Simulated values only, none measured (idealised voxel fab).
A process module follows: voxel tone inversion.
It is cross-section cut that appears here, measuring 295 nm in width, its square cells being 5 nm in size.
Cross-section layout: square cells on a grid; listed as bands, top to bottom; a band spans one or more cell rows.
Band: top and bottom heights (nm) first, top before bottom; then materials from left to right, widths in nm. "edge to edge" marks a sole material filling the band edge to edge. "empty" denotes empty space.
Counting heights begins at 0, where everything beneath is, in the wafer as received, one material. The lowest band has no bottom; it goes on downwards, as "0 and below" shows.
The notation "30->40" denotes a width that varies across the rows of cells in the band, beginning at the first number in the top row, finishing at the second number in the bottom row, and changing by an identical amount from each row to the next.
Basically "same as before" means that step didn't change any cell in the cross-section.
The entry "Cavities, sealed" lists the empty spaces that cover at least 8 cells and have no open path to the top. Each is written as width x height at distance, where the distance is measured from the left edge and all three values are in nm.
It should be noted that, on the line of a given step, the content following the step's settings is a remark produced by the simulator itself with respect to that step.
What "overlay nm" on a step's line means: if the step has a mask, that mask lay this far to the right of its planned place, or, when the value is negative, to the left.

Process steps foreseen in the plan
1: RECEIVE,material Si
2: CONFORMAL_DEP,material SiN,thk nm 5
3: DIRECTIONAL_DEP,material polySi,thk nm 20
4: PATTERN,tone cover,mask id POSTS,material resist,width nm 25,pitch nm 55,thk nm 25,overlay nm 0
5: DIRECTIONAL_ETCH,etch materials polySi,depth nm 20
6: STRIP,etch materials resist
7: FILL_DEP,material lowk,thk nm 5
8: CMP,height nm 25
9: STRIP,etch materials polySi
10: CONFORMAL_DEP,material TiN,thk nm 5
11: FILL_DEP,material Cu,thk nm 10
12: CMP,height nm 25
13: CONFORMAL_DEP,material SiCN,thk nm 5

Cross-sectional view of the wafer in its as-received condition, corresponding to the state after step 1
* 0 and below: Si edge to edge
* Cavities, sealed: none

Post-module cross-section of the first of two wafers (run per plan)
* 30 down to 25: SiCN edge to edge
* 25 down to 10: 80 of lowk | 5 of TiN | 15 of Cu | 5 of TiN | 30 of lowk | 5 of TiN | 15 of Cu | 5 of TiN | 30 of lowk | 5 of TiN | 15 of Cu | 5 of TiN | 80 of lowk
* 10 down to 5: 80 of lowk | 25 of TiN | 30 of lowk | 25 of TiN | 30 of lowk | 25 of TiN | 80 of lowk
* 5 down to 0: SiN edge to edge
* 0 and below: Si edge to edge
* Cavities, sealed: none

Cross-sectional view of the second of two wafers upon completion of the module. This wafer shared its starting condition and process plan with the first; one error was made during its execution
* 30 down to 25: SiCN edge to edge
* 25 down to 5: Cu edge to edge
* 5 down to 0: SiN edge to edge
* 0 and below: Si edge to edge
* Cavities, sealed: none
The plan and the run diverged here: so step 3 ended up running with a different setting than we planned, it ran as DIRECTIONAL_DEP,material Cu,thk nm 20
Final comparison by cell count, materials where the second wafer has more or fewer than the first: Cu: 209 more | TiN: 33 fewer | lowk: 176 fewer
